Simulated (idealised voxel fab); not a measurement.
The process module that follows is named voxel air gaps.
It is cross-section cut that appears here, measuring 220 nm in width, its square cells being 5 nm in size.
This document writes a cross-section as a grid whose cells are square, and gives it as bands, listed from the top down; one or more rows of cells form a band. The band entry comprises the height of the band's top followed by the height of its bottom, expressed in nm, and subsequently the band's materials from left to right, each stated together with its width in nm. Where a single material is marked with the word "everywhere", that material fills the band from edge to edge. The word "empty" represents empty space. Height reference: 0 = level under which incoming wafer is all one material. Lowest band: no bottom, runs on downward, e.g. "top 0, no bottom". It should be noted that a width expressed as "30..40" varies in equal increments from row to row of cells within the band, taking the value of the first number at the top row and that of the second number at the bottom row. "no change occurred" after a step means that no cell of the cross-section changed. Any empty space of 8 cells or more lacking an open way to the top shows up in "Sealed void inventory" as width x height at distance, distance from the left edge, in nm. It should be noted that, on the line of a given step, the content following the step's settings is a remark produced by the simulator itself with respect to that step. overlay nm: mask offset rightward from planned place, masked step; negative means leftward offset.
# The steps planned for the process are as follows
| 1 | RECEIVE [material Si] |
| 2 | CONFORMAL_DEP [material SiO2] [thk nm 10] |
| 3 | CONFORMAL_DEP [material SiCN] [thk nm 5] |
| 4 | DIRECTIONAL_DEP [material SiO2] [thk nm 30] |
| 5 | PATTERN [tone open] [mask id LINES] [material resist] [width nm 25] [pitch nm 50] [thk nm 15] [overlay nm 0] |
| 6 | DIRECTIONAL_ETCH [etch materials SiO2] [depth nm 30] |
| 7 | STRIP [etch materials resist] |
| 8 | CONFORMAL_DEP [material TiN] [thk nm 5] |
| 9 | FILL_DEP [material Ru] [thk nm 5] |
| 10 | CMP [height nm 45] |
| 11 | EPI [material Ru] [thk nm 10] |
| 12 | SELECTIVE_ETCH [etch materials SiO2] [depth nm 40] |
| 13 | CONFORMAL_DEP [material SiCN] [thk nm 5] |
# First of two wafers, processed according to plan
# Step 1 complete: cross-section of the wafer as received
> top 0, no bottom  Si everywhere
> Sealed void inventory: none
# Cross-section of the wafer after step 2
> top 10, bottom 0  SiO2 everywhere
> No changes below 0.
# Cross-section of the wafer after step 3
> top 15, bottom 10  SiCN everywhere
> No changes below 10.
# Cross-section of the wafer after step 4
> top 45, bottom 15  SiO2 everywhere
> No changes below 15.
# Cross-section of the wafer after step 5
> top 60, bottom 45  resist 20, empty 25, resist 25, empty 25, resist 25, empty 25, resist 25, empty 25, resist 25
> No changes below 45.
# Cross-section of the wafer after step 6
> top 60, bottom 45  resist 20, empty 25, resist 25, empty 25, resist 25, empty 25, resist 25, empty 25, resist 25
> top 45, bottom 15  SiO2 20, empty 25, SiO2 25, empty 25, SiO2 25, empty 25, SiO2 25, empty 25, SiO2 25
> No changes below 15.
# Cross-section of the wafer after step 7
> top 45, bottom 15  SiO2 20, empty 25, SiO2 25, empty 25, SiO2 25, empty 25, SiO2 25, empty 25, SiO2 25
> No changes below 15.
# Cross-section of the wafer after step 8
> top 50, bottom 45  TiN 25, empty 15, TiN 35, empty 15, TiN 35, empty 15, TiN 35, empty 15, TiN 30
> top 45, bottom 20  SiO2 20, TiN 5, empty 15, TiN 5, SiO2 25, TiN 5, empty 15, TiN 5, SiO2 25, TiN 5, empty 15, TiN 5, SiO2 25, TiN 5, empty 15, TiN 5, SiO2 25
> top 20, bottom 15  SiO2 20, TiN 25, SiO2 25, TiN 25, SiO2 25, TiN 25, SiO2 25, TiN 25, SiO2 25
> No changes below 15.
# Cross-section of the wafer after step 9
> top 55, bottom 50  Ru everywhere
> top 50, bottom 45  TiN 25, Ru 15, TiN 35, Ru 15, TiN 35, Ru 15, TiN 35, Ru 15, TiN 30
> top 45, bottom 20  SiO2 20, TiN 5, Ru 15, TiN 5, SiO2 25, TiN 5, Ru 15, TiN 5, SiO2 25, TiN 5, Ru 15, TiN 5, SiO2 25, TiN 5, Ru 15, TiN 5, SiO2 25
> No changes below 20.
# Cross-section of the wafer after step 10
> top 45, bottom 20  SiO2 20, TiN 5, Ru 15, TiN 5, SiO2 25, TiN 5, Ru 15, TiN 5, SiO2 25, TiN 5, Ru 15, TiN 5, SiO2 25, TiN 5, Ru 15, TiN 5, SiO2 25
> No changes below 20.
# Cross-section of the wafer after step 11
> top 55, bottom 45  empty 10, Ru 45, empty 5, Ru 45, empty 5, Ru 45, empty 5, Ru 45, empty 15
> No changes below 45.
# Cross-section of the wafer after step 12
> top 55, bottom 45  empty 10, Ru 45, empty 5, Ru 45, empty 5, Ru 45, empty 5, Ru 45, empty 15
> top 45, bottom 20  empty 20, TiN 5, Ru 15, TiN 5, empty 25, TiN 5, Ru 15, TiN 5, empty 25, TiN 5, Ru 15, TiN 5, empty 25, TiN 5, Ru 15, TiN 5, empty 25
> top 20, bottom 15  empty 20, TiN 25, empty 25, TiN 25, empty 25, TiN 25, empty 25, TiN 25, empty 25
> No changes below 15.
# Cross-section of the wafer after step 13
> top 60, bottom 55  empty 5, SiCN 205, empty 10
> top 55, bottom 45  empty 5, SiCN 5, Ru 45, SiCN 5, Ru 45, SiCN 5, Ru 45, SiCN 5, Ru 45, SiCN 5, empty 10
> top 45, bottom 40  empty 5, SiCN 15, TiN 5, Ru 15, TiN 5, SiCN 25, TiN 5, Ru 15, TiN 5, SiCN 25, TiN 5, Ru 15, TiN 5, SiCN 25, TiN 5, Ru 15, TiN 5, SiCN 15, empty 10
> top 40, bottom 20  empty 15, SiCN 5, TiN 5, Ru 15, TiN 5, SiCN 5, empty 15, SiCN 5, TiN 5, Ru 15, TiN 5, SiCN 5, empty 15, SiCN 5, TiN 5, Ru 15, TiN 5, SiCN 5, empty 15, SiCN 5, TiN 5, Ru 15, TiN 5, SiCN 5, empty 20
> top 20, bottom 15  SiCN 20, TiN 25, SiCN 25, TiN 25, SiCN 25, TiN 25, SiCN 25, TiN 25, SiCN 25
> No changes below 15.
> Sealed void inventory: 15 x 20 at 50; 15 x 20 at 100; 15 x 20 at 150
# Second wafer. Start and plan as for the first. One mistake made in running. Agrees with the first up to and including step 7
# Cross-section, second wafer, at the end time the plan gives for step 8
> top 50, bottom 45  SiCN 25, empty 15, SiCN 35, empty 15, SiCN 35, empty 15, SiCN 35, empty 15, SiCN 30
> top 45, bottom 20  SiO2 20, SiCN 5, empty 15, SiCN 5, SiO2 25, SiCN 5, empty 15, SiCN 5, SiO2 25, SiCN 5, empty 15, SiCN 5, SiO2 25, SiCN 5, empty 15, SiCN 5, SiO2 25
> top 20, bottom 15  SiO2 20, SiCN 25, SiO2 25, SiCN 25, SiO2 25, SiCN 25, SiO2 25, SiCN 25, SiO2 25
> No changes below 15.
# Cross-section, second wafer, at the end time the plan gives for step 9
> top 55, bottom 50  Ru everywhere
> top 50, bottom 45  SiCN 25, Ru 15, SiCN 35, Ru 15, SiCN 35, Ru 15, SiCN 35, Ru 15, SiCN 30
> top 45, bottom 20  SiO2 20, SiCN 5, Ru 15, SiCN 5, SiO2 25, SiCN 5, Ru 15, SiCN 5, SiO2 25, SiCN 5, Ru 15, SiCN 5, SiO2 25, SiCN 5, Ru 15, SiCN 5, SiO2 25
> No changes below 20.
# Cross-section, second wafer, at the end time the plan gives for step 10
> top 45, bottom 20  SiO2 20, SiCN 5, Ru 15, SiCN 5, SiO2 25, SiCN 5, Ru 15, SiCN 5, SiO2 25, SiCN 5, Ru 15, SiCN 5, SiO2 25, SiCN 5, Ru 15, SiCN 5, SiO2 25
> No changes below 20.
# Cross-section, second wafer, at the end time the plan gives for step 11
> top 55, bottom 45  empty 15, Ru 35, empty 15, Ru 35, empty 15, Ru 35, empty 15, Ru 35, empty 20
> No changes below 45.
# Cross-section, second wafer, at the end time the plan gives for step 12
> top 55, bottom 45  empty 15, Ru 35, empty 15, Ru 35, empty 15, Ru 35, empty 15, Ru 35, empty 20
> top 45, bottom 20  empty 20, SiCN 5, Ru 15, SiCN 5, empty 25, SiCN 5, Ru 15, SiCN 5, empty 25, SiCN 5, Ru 15, SiCN 5, empty 25, SiCN 5, Ru 15, SiCN 5, empty 25
> top 20, bottom 15  empty 20, SiCN 25, empty 25, SiCN 25, empty 25, SiCN 25, empty 25, SiCN 25, empty 25
> No changes below 15.
# Cross-section, second wafer, at the end time the plan gives for step 13
> top 60, bottom 55  empty 10, SiCN 45, empty 5, SiCN 45, empty 5, SiCN 45, empty 5, SiCN 45, empty 15
> top 55, bottom 45  empty 10, SiCN 5, Ru 35, SiCN 5, empty 5, SiCN 5, Ru 35, SiCN 5, empty 5, SiCN 5, Ru 35, SiCN 5, empty 5, SiCN 5, Ru 35, SiCN 5, empty 15
> top 45, bottom 40  empty 10, SiCN 15, Ru 15, SiCN 15, empty 5, SiCN 15, Ru 15, SiCN 15, empty 5, SiCN 15, Ru 15, SiCN 15, empty 5, SiCN 15, Ru 15, SiCN 15, empty 15
> top 40, bottom 20  empty 15, SiCN 10, Ru 15, SiCN 10, empty 15, SiCN 10, Ru 15, SiCN 10, empty 15, SiCN 10, Ru 15, SiCN 10, empty 15, SiCN 10, Ru 15, SiCN 10, empty 20
> top 20, bottom 10  SiCN everywhere
> No changes below 10.
Plan not followed: off-plan run, step 8, actual operation and settings CONFORMAL_DEP [material SiCN] [thk nm 5]
It is noted that, at the conclusion of processing, the second wafer exhibits a higher or lower cell count for certain materials relative to the first: Ru: 16 fewer; SiCN: 56 more; TiN: 60 fewer
At process end, closed voids number 3 in the first wafer and 0 in the second wafer.
